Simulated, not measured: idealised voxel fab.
The process module presented herein is designated voxel ribs on slabs.
We display cut, a cross-section 195 nm in width whose square cells are each 5 nm.
Cross-section = grid of square cells, listed top down in bands; band = one or more rows.
The entry gives the band's vertical extent as a top height and a bottom height in nm, then its horizontal make-up as materials from left to right, each with a width in nm. "air" stands for empty space; a single material marked "throughout" fills the band edge to edge.
Height is counted from the level 0, under which the received wafer is composed throughout of one material. The lowest of the bands is not closed at the bottom but continues downward, in the notation "0 -> down".
A width given as "30->40" starts at the first number in the band's top row and ends at the second number in its bottom row, shifting by an equal amount at every step from row to row.
Where a step carries "no change", the cross-section came out of it unchanged, cell for cell.
"Closed void inventory" specifies each empty space that is not open to the top and that occupies no fewer than 8 cells, using the form width x height at distance, the distance measured from the left edge and all three quantities in nm.
If you see something after the settings on a step's line, that's the simulator's own remark about that step.
A step's line can hold "overlay nm"; with a mask on that step, the setting says how far right of the planned place the mask lay, while a negative setting says it lay to the left.

**Process steps (planned)**
| 1 | RECEIVE with material Si |
| 2 | DIRECTIONAL_DEP with material SiO2, thk nm 25 |
| 3 | DIRECTIONAL_DEP with material polySi, thk nm 15 |
| 4 | DIRECTIONAL_DEP with material aC, thk nm 15 |
| 5 | PATTERN with tone cover, mask id RIB, material resist, width nm 15, thk nm 35, overlay nm 0 |
| 6 | DIRECTIONAL_ETCH with etch materials aC, depth nm 15 |
| 7 | STRIP with etch materials resist |
| 8 | DIRECTIONAL_ETCH with etch materials polySi, depth nm 10 |
| 9 | STRIP with etch materials aC |
| 10 | MASKED_ETCH with tone cover, mask id SLAB, width nm 45, etch materials polySi, depth nm 5, overlay nm 0 |
| 11 | FILL_DEP with material SiO2, thk nm 20 |
| 12 | CMP with height nm 40 |
| 13 | DIRECTIONAL_DEP with material W, thk nm 5 |
| 14 | PATTERN with tone cover, mask id HEATER, material resist, width nm 25, thk nm 15, overlay nm 0 |
| 15 | DIRECTIONAL_ETCH with etch materials W, depth nm 5 |
| 16 | STRIP with etch materials resist |
| 17 | CONFORMAL_DEP with material SiN, thk nm 5 |
The plan's step 12 height nm is the first wafer's value; the wafers differ in this setting and start identical.

**Received wafers, first of several: cross-section after step 1**
  0 -> down | Si throughout
  Closed void inventory: none

**Basically each wafer gets a line in the table, showing it at the end of the module: material by material, the cells it gained (+) or lost (-) since we got it, then its closed voids**
height nm 40 | +41 SiN | +297 SiO2 | +5 W | +15 polySi | Closed void inventory: none
height nm 45 | +41 SiN | +336 SiO2 | +5 W | +15 polySi | Closed void inventory: none
height nm 50 | +41 SiN | +375 SiO2 | +5 W | +15 polySi | Closed void inventory: none
height nm 55 | +41 SiN | +414 SiO2 | +5 W | +15 polySi | Closed void inventory: none
height nm 60 | +41 SiN | +453 SiO2 | +5 W | +15 polySi | Closed void inventory: none
